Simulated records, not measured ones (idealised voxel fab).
Process module heading - voxel capacitor over wiring
It is cross-section cut that appears here, measuring 270 nm in width, its square cells being 5 nm in size.
In this document a cross-section is written as a grid of square cells. It is given as a series of bands, listed from the top down, and a band is one or more rows of cells.
Heads up on the band format: heights come first, top then bottom, in nm. After that it's the materials left to right, each with its width in nm. A single material flagged "edge to edge" fills the whole band edge to edge, and "blank" means there's empty space there.
A quick word on heights: they are counted from 0, and under that level the wafer as it came to us is one material throughout. The lowest band is different from the rest in having no bottom; it simply continues downward, written as in "0 and below".
Quick explanation for "30->40": the width changes in equal steps down the rows of cells, from the first number in the band's top row to the second number in its bottom row.
Any step labelled "no modifications" changed none of the cells in the cross-section.
Entry "Unvented internal voids" = empty spaces >= 8 cells with no open way to the top; each as width x height at distance, distance from left edge, all nm.
Past the settings on a step's line: simulator remark, on that step.
On any step carrying a mask, the "overlay nm" setting, if present on the step's line, tells how far right of its planned place the mask lay; negative values point to the left.

This section lists the process steps that were planned
1: RECEIVE | material Si
2: CONFORMAL_DEP | material SiO2 | thk nm 15
3: CONFORMAL_DEP | material SiN | thk nm 5
4: DIRECTIONAL_DEP | material SiO2 | thk nm 20
5: DIRECTIONAL_DEP | material aC | thk nm 15
6: PATTERN | tone open | mask id METAL_1 | material resist | width nm 30 | pitch nm 80 | thk nm 35 | overlay nm 0
7: DIRECTIONAL_ETCH | etch materials aC | depth nm 15
8: STRIP | etch materials resist
9: DIRECTIONAL_ETCH | etch materials SiO2 | depth nm 20
10: DIRECTIONAL_ETCH | etch materials SiN | depth nm 5
11: STRIP | etch materials aC
12: CONFORMAL_DEP | material TiN | thk nm 5
13: FILL_DEP | material Cu | thk nm 5
14: CMP | height nm 40
15: CONFORMAL_DEP | material SiCN | thk nm 5
16: DIRECTIONAL_DEP | material lowk | thk nm 20
17: MASKED_ETCH | tone open | mask id PLUG_1 | width nm 15 | etch materials lowk | depth nm 20 | overlay nm 0
18: MASKED_ETCH | tone open | mask id PLUG_1 | width nm 15 | etch materials SiCN | depth nm 5 | overlay nm 0
19: CONFORMAL_DEP | material TiN | thk nm 5
20: FILL_DEP | material Cu | thk nm 5
21: CMP | height nm 65
22: DIRECTIONAL_DEP | material TiN | thk nm 10
23: DIRECTIONAL_DEP | material HfO2 | thk nm 5
24: DIRECTIONAL_DEP | material TiN | thk nm 5
25: PATTERN | tone cover | mask id UPPER_PLATE | material resist | width nm 55 | thk nm 15 | overlay nm 0
26: DIRECTIONAL_ETCH | etch materials TiN | depth nm 5
27: DIRECTIONAL_ETCH | etch materials HfO2 | depth nm 5
28: STRIP | etch materials resist
29: DIRECTIONAL_DEP | material aC | thk nm 10
30: PATTERN | tone cover | mask id LOWER_PLATE | material resist | width nm 65 | thk nm 25 | overlay nm 0
31: DIRECTIONAL_ETCH | etch materials aC | depth nm 10
32: STRIP | etch materials resist
33: DIRECTIONAL_ETCH | etch materials TiN | depth nm 10
34: STRIP | etch materials aC
35: FILL_DEP | material SiO2 | thk nm 15
36: CMP | height nm 95
37: DIRECTIONAL_DEP | material aC | thk nm 10
38: PATTERN | tone open | mask id PLUG_2 | material resist | width nm 15 | thk nm 30 | overlay nm 0
39: DIRECTIONAL_ETCH | etch materials aC | depth nm 10
40: STRIP | etch materials resist
41: DIRECTIONAL_ETCH | etch materials SiO2 | depth nm 10
42: STRIP | etch materials aC
43: CONFORMAL_DEP | material TiN | thk nm 5
44: FILL_DEP | material Ru | thk nm 5
45: CMP | height nm 95
46: CONFORMAL_DEP | material SiN | thk nm 5

First of two wafers: run as planned

Shown in cross-section is the wafer as received, that is, as it stands after step 1
  0 and below = Si edge to edge
  Unvented internal voids: none

Cross-section of the wafer after step 2
  15 down to 0 = SiO2 edge to edge
  Below 0, no change.

Cross-section of the wafer after step 3
  20 down to 15 = SiN edge to edge
  Below 15, no change.

Cross-section of the wafer after step 4
  40 down to 20 = SiO2 edge to edge
  Below 20, no change.

Cross-section of the wafer after step 5
  55 down to 40 = aC edge to edge
  Below 40, no change.

Cross-section of the wafer after step 6
  90 down to 55 = resist=80; blank=30; resist=50; blank=30; resist=80
  Below 55, no change.

Cross-section of the wafer after step 7
  75 down to 55 = resist=80; blank=30; resist=50; blank=30; resist=80
  55 down to 40 = aC=80; blank=30; aC=50; blank=30; aC=80
  Below 40, no change.

Cross-section of the wafer after step 8
  55 down to 40 = aC=80; blank=30; aC=50; blank=30; aC=80
  Below 40, no change.

Cross-section of the wafer after step 9
  55 down to 40 = aC=80; blank=30; aC=50; blank=30; aC=80
  40 down to 20 = SiO2=80; blank=30; SiO2=50; blank=30; SiO2=80
  Below 20, no change.

Cross-section of the wafer after step 10
  55 down to 40 = aC=80; blank=30; aC=50; blank=30; aC=80
  40 down to 20 = SiO2=80; blank=30; SiO2=50; blank=30; SiO2=80
  20 down to 15 = SiN=80; blank=30; SiN=50; blank=30; SiN=80
  Below 15, no change.

Cross-section of the wafer after step 11
  40 down to 20 = SiO2=80; blank=30; SiO2=50; blank=30; SiO2=80
  Below 20, no change.

Cross-section of the wafer after step 12
  45 down to 40 = TiN=85; blank=20; TiN=60; blank=20; TiN=85
  40 down to 20 = SiO2=80; TiN=5; blank=20; TiN=5; SiO2=50; TiN=5; blank=20; TiN=5; SiO2=80
  20 down to 15 = SiN=80; TiN=30; SiN=50; TiN=30; SiN=80
  Below 15, no change.

Cross-section of the wafer after step 13
  50 down to 45 = Cu edge to edge
  45 down to 40 = TiN=85; Cu=20; TiN=60; Cu=20; TiN=85
  40 down to 20 = SiO2=80; TiN=5; Cu=20; TiN=5; SiO2=50; TiN=5; Cu=20; TiN=5; SiO2=80
  Below 20, no change.

Cross-section of the wafer after step 14
  40 down to 20 = SiO2=80; TiN=5; Cu=20; TiN=5; SiO2=50; TiN=5; Cu=20; TiN=5; SiO2=80
  Below 20, no change.

Cross-section of the wafer after step 15
  45 down to 40 = SiCN edge to edge
  Below 40, no change.

Cross-section of the wafer after step 16
  65 down to 45 = lowk edge to edge
  Below 45, no change.

Cross-section of the wafer after step 17
  65 down to 45 = lowk=95; blank=15; lowk=160
  Below 45, no change.

Cross-section of the wafer after step 18
  65 down to 45 = lowk=95; blank=15; lowk=160
  45 down to 40 = SiCN=95; blank=15; SiCN=160
  Below 40, no change.

Cross-section of the wafer after step 19
  70 down to 65 = TiN=100; blank=5; TiN=165
  65 down to 45 = lowk=95; TiN=5; blank=5; TiN=5; lowk=160
  45 down to 40 = SiCN=95; TiN=15; SiCN=160
  Below 40, no change.

Cross-section of the wafer after step 20
  75 down to 70 = Cu edge to edge
  70 down to 65 = TiN=100; Cu=5; TiN=165
  65 down to 45 = lowk=95; TiN=5; Cu=5; TiN=5; lowk=160
  Below 45, no change.

Cross-section of the wafer after step 21
  65 down to 45 = lowk=95; TiN=5; Cu=5; TiN=5; lowk=160
  Below 45, no change.

Cross-section of the wafer after step 22
  75 down to 65 = TiN edge to edge
  Below 65, no change.

Cross-section of the wafer after step 23
  80 down to 75 = HfO2 edge to edge
  Below 75, no change.

Cross-section of the wafer after step 24
  85 down to 80 = TiN edge to edge
  Below 80, no change.

Cross-section of the wafer after step 25
  100 down to 85 = blank=95; resist=55; blank=120
  Below 85, no change.

Cross-section of the wafer after step 26
  100 down to 85 = blank=95; resist=55; blank=120
  85 down to 80 = blank=95; TiN=55; blank=120
  Below 80, no change.

Cross-section of the wafer after step 27
  100 down to 85 = blank=95; resist=55; blank=120
  85 down to 80 = blank=95; TiN=55; blank=120
  80 down to 75 = blank=95; HfO2=55; blank=120
  Below 75, no change.

Cross-section of the wafer after step 28
  85 down to 80 = blank=95; TiN=55; blank=120
  Below 80, no change.

Cross-section of the wafer after step 29
  95 down to 85 = blank=95; aC=55; blank=120
  85 down to 80 = aC=95; TiN=55; aC=120
  80 down to 75 = aC=95; HfO2=55; aC=120
  Below 75, no change.

Cross-section of the wafer after step 30
  120 down to 95 = blank=90; resist=65; blank=115
  95 down to 85 = blank=90; resist=5; aC=55; resist=5; blank=115
  Below 85, no change.

Cross-section of the wafer after step 31
  110 down to 95 = blank=90; resist=65; blank=115
  95 down to 85 = blank=90; resist=5; aC=55; resist=5; blank=115
  85 down to 80 = blank=90; aC=5; TiN=55; aC=5; blank=115
  80 down to 75 = blank=90; aC=5; HfO2=55; aC=5; blank=115
  Below 75, no change.

Cross-section of the wafer after step 32
  95 down to 85 = blank=95; aC=55; blank=120
  Below 85, no change.

Cross-section of the wafer after step 33
  95 down to 85 = blank=95; aC=55; blank=120
  85 down to 80 = blank=90; aC=5; TiN=55; aC=5; blank=115
  80 down to 75 = blank=90; aC=5; HfO2=55; aC=5; blank=115
  75 down to 65 = blank=90; TiN=65; blank=115
  Below 65, no change.

Cross-section of the wafer after step 34
  85 down to 80 = blank=95; TiN=55; blank=120
  80 down to 75 = blank=95; HfO2=55; blank=120
  Below 75, no change.

Cross-section of the wafer after step 35
  100 down to 85 = SiO2 edge to edge
  85 down to 80 = SiO2=95; TiN=55; SiO2=120
  80 down to 75 = SiO2=95; HfO2=55; SiO2=120
  75 down to 65 = SiO2=90; TiN=65; SiO2=115
  Below 65, no change.

Cross-section of the wafer after step 36
  95 down to 85 = SiO2 edge to edge
  Below 85, no change.

Cross-section of the wafer after step 37
  105 down to 95 = aC edge to edge
  Below 95, no change.

Cross-section of the wafer after step 38
  135 down to 105 = resist=105; blank=15; resist=150
  Below 105, no change.

Cross-section of the wafer after step 39
  125 down to 105 = resist=105; blank=15; resist=150
  105 down to 95 = aC=105; blank=15; aC=150
  Below 95, no change.

Cross-section of the wafer after step 40
  105 down to 95 = aC=105; blank=15; aC=150
  Below 95, no change.

Cross-section of the wafer after step 41
  105 down to 95 = aC=105; blank=15; aC=150
  95 down to 85 = SiO2=105; blank=15; SiO2=150
  Below 85, no change.

Cross-section of the wafer after step 42
  95 down to 85 = SiO2=105; blank=15; SiO2=150
  Below 85, no change.

Cross-section of the wafer after step 43
  100 down to 95 = TiN=110; blank=5; TiN=155
  95 down to 90 = SiO2=105; TiN=5; blank=5; TiN=5; SiO2=150
  90 down to 80 = SiO2=105->95; TiN=15->55; SiO2=150->120
  Below 80, no change.

Cross-section of the wafer after step 44
  105 down to 100 = Ru edge to edge
  100 down to 95 = TiN=110; Ru=5; TiN=155
  95 down to 90 = SiO2=105; TiN=5; Ru=5; TiN=5; SiO2=150
  Below 90, no change.

Cross-section of the wafer after step 45
  95 down to 90 = SiO2=105; TiN=5; Ru=5; TiN=5; SiO2=150
  Below 90, no change.

Cross-section of the wafer after step 46
  100 down to 95 = SiN edge to edge
  Below 95, no change.

Second wafer: same start and same plan as the first, one execution error; identical to the first through step 21

Cross-section, second wafer, at the end time the plan gives for step 22
  70 down to 65 = HfO2 edge to edge
  Below 65, no change.

Cross-section, second wafer, at the end time the plan gives for step 23
  80 down to 70 = TiN edge to edge
  Below 70, no change.

Cross-section, second wafer, at the end time the plan gives for step 24
  85 down to 70 = TiN edge to edge
  Below 70, no change.

Cross-section, second wafer, at the end time the plan gives for step 25
  100 down to 85 = blank=95; resist=55; blank=120
  Below 85, no change.

Cross-section, second wafer, at the end time the plan gives for step 26
  100 down to 85 = blank=95; resist=55; blank=120
  85 down to 80 = blank=95; TiN=55; blank=120
  Below 80, no change.

Cross-section, second wafer, at the end time the plan gives for step 27: no modifications

Cross-section, second wafer, at the end time the plan gives for step 28
  85 down to 80 = blank=95; TiN=55; blank=120
  Below 80, no change.

Cross-section, second wafer, at the end time the plan gives for step 29
  95 down to 90 = blank=95; aC=55; blank=120
  90 down to 85 = aC edge to edge
  85 down to 80 = aC=95; TiN=55; aC=120
  Below 80, no change.

Cross-section, second wafer, at the end time the plan gives for step 30
  120 down to 95 = blank=90; resist=65; blank=115
  95 down to 90 = blank=90; resist=5; aC=55; resist=5; blank=115
  Below 90, no change.

Cross-section, second wafer, at the end time the plan gives for step 31
  110 down to 95 = blank=90; resist=65; blank=115
  95 down to 90 = blank=90; resist=5; aC=55; resist=5; blank=115
  90 down to 85 = blank=90; aC=65; blank=115
  85 down to 80 = blank=90; aC=5; TiN=55; aC=5; blank=115
  Below 80, no change.

Cross-section, second wafer, at the end time the plan gives for step 32
  95 down to 85 = blank=95->90; aC=55->65; blank=120->115
  Below 85, no change.

Cross-section, second wafer, at the end time the plan gives for step 33
  95 down to 85 = blank=95->90; aC=55->65; blank=120->115
  85 down to 80 = blank=90; aC=5; TiN=55; aC=5; blank=115
  80 down to 70 = blank=90; TiN=65; blank=115
  Below 70, no change.

Cross-section, second wafer, at the end time the plan gives for step 34
  85 down to 80 = blank=95; TiN=55; blank=120
  Below 80, no change.

Cross-section, second wafer, at the end time the plan gives for step 35
  100 down to 85 = SiO2 edge to edge
  85 down to 80 = SiO2=95; TiN=55; SiO2=120
  80 down to 70 = SiO2=90; TiN=65; SiO2=115
  Below 70, no change.

Cross-section, second wafer, at the end time the plan gives for step 36
  95 down to 85 = SiO2 edge to edge
  Below 85, no change.

Cross-section, second wafer, at the end time the plan gives for step 37
  105 down to 95 = aC edge to edge
  Below 95, no change.

Cross-section, second wafer, at the end time the plan gives for step 38
  135 down to 105 = resist=105; blank=15; resist=150
  Below 105, no change.

Cross-section, second wafer, at the end time the plan gives for step 39
  125 down to 105 = resist=105; blank=15; resist=150
  105 down to 95 = aC=105; blank=15; aC=150
  Below 95, no change.

Cross-section, second wafer, at the end time the plan gives for step 40
  105 down to 95 = aC=105; blank=15; aC=150
  Below 95, no change.

Cross-section, second wafer, at the end time the plan gives for step 41
  105 down to 95 = aC=105; blank=15; aC=150
  95 down to 85 = SiO2=105; blank=15; SiO2=150
  Below 85, no change.

Cross-section, second wafer, at the end time the plan gives for step 42
  95 down to 85 = SiO2=105; blank=15; SiO2=150
  Below 85, no change.

Cross-section, second wafer, at the end time the plan gives for step 43
  100 down to 95 = TiN=110; blank=5; TiN=155
  95 down to 90 = SiO2=105; TiN=5; blank=5; TiN=5; SiO2=150
  90 down to 80 = SiO2=105->95; TiN=15->55; SiO2=150->120
  Below 80, no change.

Cross-section, second wafer, at the end time the plan gives for step 44
  105 down to 100 = Ru edge to edge
  100 down to 95 = TiN=110; Ru=5; TiN=155
  95 down to 90 = SiO2=105; TiN=5; Ru=5; TiN=5; SiO2=150
  Below 90, no change.

Cross-section, second wafer, at the end time the plan gives for step 45
  95 down to 90 = SiO2=105; TiN=5; Ru=5; TiN=5; SiO2=150
  Below 90, no change.

Cross-section, second wafer, at the end time the plan gives for step 46
  100 down to 95 = SiN edge to edge
  Below 95, no change.
In executing the process, a mistake was made relative to the plan: steps 22 and 23 of the plan were run in the wrong order, each in the other's place
Final tally in cells, some materials are higher or lower on the second wafer than on the first: +43 HfO2; -43 SiO2
